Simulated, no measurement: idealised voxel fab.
process module | voxel gate over fins
cross-section cut | 245 nm wide | cells 5 nm
A cross-section is a grid of square cells, given in bands from the top down. A band is one or more rows of cells.
Each band's line starts with the height of the band's top and of its bottom, in nm. Then come its materials from left to right, each with its width in nm. One material with "throughout" fills the band from edge to edge. "air" is empty space.
Height 0 is the level under which the wafer as received is all one material. The lowest band goes on downwards, as in "0 down".
A width such as "30 to 40" changes by the same amount from each row of cells to the next, from the band's top row to its bottom row.
"no change" after a step means that no cell of the cross-section changed.
closed voids: empty space of 8 cells or more with no open way to the top, each as width x height at its distance from the left edge, in nm
after a step's settings: what the simulator itself notes on the step
overlay nm, on a step with a mask: how far to the right of its planned place the mask lay; to the left if negative
plan
1 op RECEIVE | material Si
2 op CONFORMAL_DEP | material SiN | thk nm 10
3 op PATTERN | tone cover | mask id FINS | material resist | width nm 15 | pitch nm 35 | thk nm 20 | overlay nm 0
4 op DIRECTIONAL_ETCH | etch materials SiN | depth nm 10
5 op DIRECTIONAL_ETCH | etch materials Si | depth nm 40
6 op STRIP | etch materials resist
7 op FILL_DEP | material SiO2 | thk nm 5
8 op CMP | height nm 10
9 op SELECTIVE_ETCH | etch materials SiO2 | depth nm 20
10 op STRIP | etch materials SiN
11 op CONFORMAL_DEP | material HfO2 | thk nm 5
12 op CONFORMAL_DEP | material TiN | thk nm 5
13 op FILL_DEP | material W | thk nm 10
14 op CMP | height nm 15
15 op CONFORMAL_DEP | material SiN | thk nm 10
as received, after step 1
  0 down: Si throughout
  closed voids: none
a wafer at the end: this start, this plan, one mistake
  25 to 15: SiN throughout
  15 to 10: SiO2 throughout
  10 to 5: SiO2 85 | TiN 70 | SiO2 90
  5 to 0: SiO2 85 | TiN 5 | HfO2 25 | TiN 10 | HfO2 25 | TiN 5 | SiO2 90
  0 to -5: TiN 90 | HfO2 5 | Si 15 | HfO2 5 | TiN 10 | HfO2 5 | Si 15 | HfO2 5 | TiN 95
  -5 to -10: HfO2 95 | Si 15 | HfO2 20 | Si 15 | HfO2 100
  -10 to -40: SiO2 95 | Si 15 | SiO2 20 | Si 15 | SiO2 100
  -40 down: Si throughout
  closed voids: none
what went wrong: step 13 ran as: op FILL_DEP | material SiO2 | thk nm 10
